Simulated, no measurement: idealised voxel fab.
The process module that follows is named voxel wiring stack.
For reference, the cross-section in this document is cut, with width 290 nm and square cells of 5 nm.
How to read a cross-section here: the picture is a grid of square cells, written as bands going from the top down, and any band can span one or more rows of cells.
The entry gives the band's vertical extent as a top height and a bottom height in nm, then its horizontal make-up as materials from left to right, each with a width in nm. "blank" stands for empty space; a single material marked "throughout" fills the band edge to edge.
Heights from 0 (as-received wafer is one material below). Bottom band endless downward, as "z 0 and below".
The notation "30 to 40" denotes a width that varies across the rows of cells in the band, beginning at the first number in the top row, finishing at the second number in the bottom row, and changing by an identical amount from each row to the next.
Any step labelled "same as before" changed none of the cells in the cross-section.
Empty spaces without an open route to the top, at least 8 cells in extent, make up the entry "Closed void entries"; each is given as width x height at distance, where the distance is measured from the left edge, and all are in nm.
Anything after a step's settings on that line? It's the simulator's own note about the step.
overlay nm, on a step with a mask: how far to the right of its planned place the mask lay; to the left if negative

-- Process steps (planned)
1 RECEIVE, material Si
2 CONFORMAL_DEP, material SiO2, thk nm 10
3 CONFORMAL_DEP, material SiCN, thk nm 5
4 DIRECTIONAL_DEP, material lowk, thk nm 15
5 MASKED_ETCH, tone open, mask id METAL_1, width nm 25, pitch nm 50, etch materials lowk, depth nm 15, overlay nm 0
6 MASKED_ETCH, tone open, mask id METAL_1, width nm 25, pitch nm 50, etch materials SiCN, depth nm 5, overlay nm 0
7 CONFORMAL_DEP, material TiN, thk nm 5
8 FILL_DEP, material Ru, thk nm 5
9 CMP, height nm 30
10 CONFORMAL_DEP, material SiCN, thk nm 5
11 DIRECTIONAL_DEP, material SiO2, thk nm 20
12 PATTERN, tone open, mask id PLUG_1, material resist, width nm 15, pitch nm 50, thk nm 15, overlay nm 0
13 DIRECTIONAL_ETCH, etch materials SiO2, depth nm 10
14 DIRECTIONAL_ETCH, etch materials SiCN, depth nm 5
15 STRIP, etch materials resist
16 CONFORMAL_DEP, material TiN, thk nm 5
17 FILL_DEP, material W, thk nm 5
18 CMP, height nm 55
19 CONFORMAL_DEP, material SiCN, thk nm 5
20 DIRECTIONAL_DEP, material SiO2, thk nm 20
21 PATTERN, tone open, mask id METAL_2, material resist, width nm 25, pitch nm 50, thk nm 15, overlay nm 0
22 DIRECTIONAL_ETCH, etch materials SiO2, depth nm 20
23 DIRECTIONAL_ETCH, etch materials SiCN, depth nm 5
24 STRIP, etch materials resist
25 CONFORMAL_DEP, material TiN, thk nm 5
26 FILL_DEP, material Cu, thk nm 5
27 CMP, height nm 80
28 CONFORMAL_DEP, material SiCN, thk nm 5
Wafer-to-wafer difference: depth nm, step 13. Common start. Plan = first wafer's value.

-- Cross-section, first of several wafers, as delivered after step 1
- z 0 and below  Si throughout
- Closed void entries: none

-- Here is the cross-section of the first of several wafers at the end of the module, after its last step, step 28
- z 85 to 80  SiCN throughout
- z 80 to 60  105 nm SiO2, then 5 nm TiN, then 15 nm Cu, then 5 nm TiN, then 25 nm SiO2, then 5 nm TiN, then 15 nm Cu, then 5 nm TiN, then 110 nm SiO2
- z 60 to 55  105 nm SiCN, then 25 nm TiN, then 25 nm SiCN, then 25 nm TiN, then 110 nm SiCN
- z 55 to 50  105 nm SiO2, then 5 nm TiN, then 5 nm W, then 5 nm TiN, then 35 nm SiO2, then 5 nm TiN, then 5 nm W, then 5 nm TiN, then 120 nm SiO2
- z 50 to 45  105 nm SiO2, then 15 nm TiN, then 35 nm SiO2, then 15 nm TiN, then 120 nm SiO2
- z 45 to 35  SiO2 throughout
- z 35 to 30  SiCN throughout
- z 30 to 15  105 nm lowk, then 5 nm TiN, then 15 nm Ru, then 5 nm TiN, then 25 nm lowk, then 5 nm TiN, then 15 nm Ru, then 5 nm TiN, then 110 nm lowk
- z 15 to 10  105 nm SiCN, then 25 nm TiN, then 25 nm SiCN, then 25 nm TiN, then 110 nm SiCN
- z 10 to 0  SiO2 throughout
- z 0 and below  Si throughout
- Closed void entries: none

-- The last wafer as seen in cross-section at the end of the module
- z 85 to 80  SiCN throughout
- z 80 to 60  105 nm SiO2, then 5 nm TiN, then 15 nm Cu, then 5 nm TiN, then 25 nm SiO2, then 5 nm TiN, then 15 nm Cu, then 5 nm TiN, then 110 nm SiO2
- z 60 to 55  105 nm SiCN, then 25 nm TiN, then 25 nm SiCN, then 25 nm TiN, then 110 nm SiCN
- z 55 to 35  105 nm SiO2, then 5 nm TiN, then 5 nm W, then 5 nm TiN, then 35 nm SiO2, then 5 nm TiN, then 5 nm W, then 5 nm TiN, then 120 nm SiO2
- z 35 to 30  105 nm SiCN, then 15 nm TiN, then 35 nm SiCN, then 15 nm TiN, then 120 nm SiCN
- z 30 to 15  105 nm lowk, then 5 nm TiN, then 15 nm Ru, then 5 nm TiN, then 25 nm lowk, then 5 nm TiN, then 15 nm Ru, then 5 nm TiN, then 110 nm lowk
- z 15 to 10  105 nm SiCN, then 25 nm TiN, then 25 nm SiCN, then 25 nm TiN, then 110 nm SiCN
- z 10 to 0  SiO2 throughout
- z 0 and below  Si throughout
- Closed void entries: none

-- Below: a row per wafer. Contents at end of module: for every material, cells gained since receipt (+) or lost since receipt (-); then closed voids
depth nm 10; +24 Cu; +18 Ru; +212 SiCN; +528 SiO2; +58 TiN; +2 W; +144 lowk; Closed void entries: none
depth nm 15; +24 Cu; +18 Ru; +212 SiCN; +522 SiO2; +62 TiN; +4 W; +144 lowk; Closed void entries: none
depth nm 20; +24 Cu; +18 Ru; +206 SiCN; +516 SiO2; +70 TiN; +8 W; +144 lowk; Closed void entries: none
depth nm 25; +24 Cu; +18 Ru; +206 SiCN; +516 SiO2; +70 TiN; +8 W; +144 lowk; Closed void entries: none
depth nm 30; +24 Cu; +18 Ru; +206 SiCN; +516 SiO2; +70 TiN; +8 W; +144 lowk; Closed void entries: none
depth nm 35; +24 Cu; +18 Ru; +206 SiCN; +516 SiO2; +70 TiN; +8 W; +144 lowk; Closed void entries: none
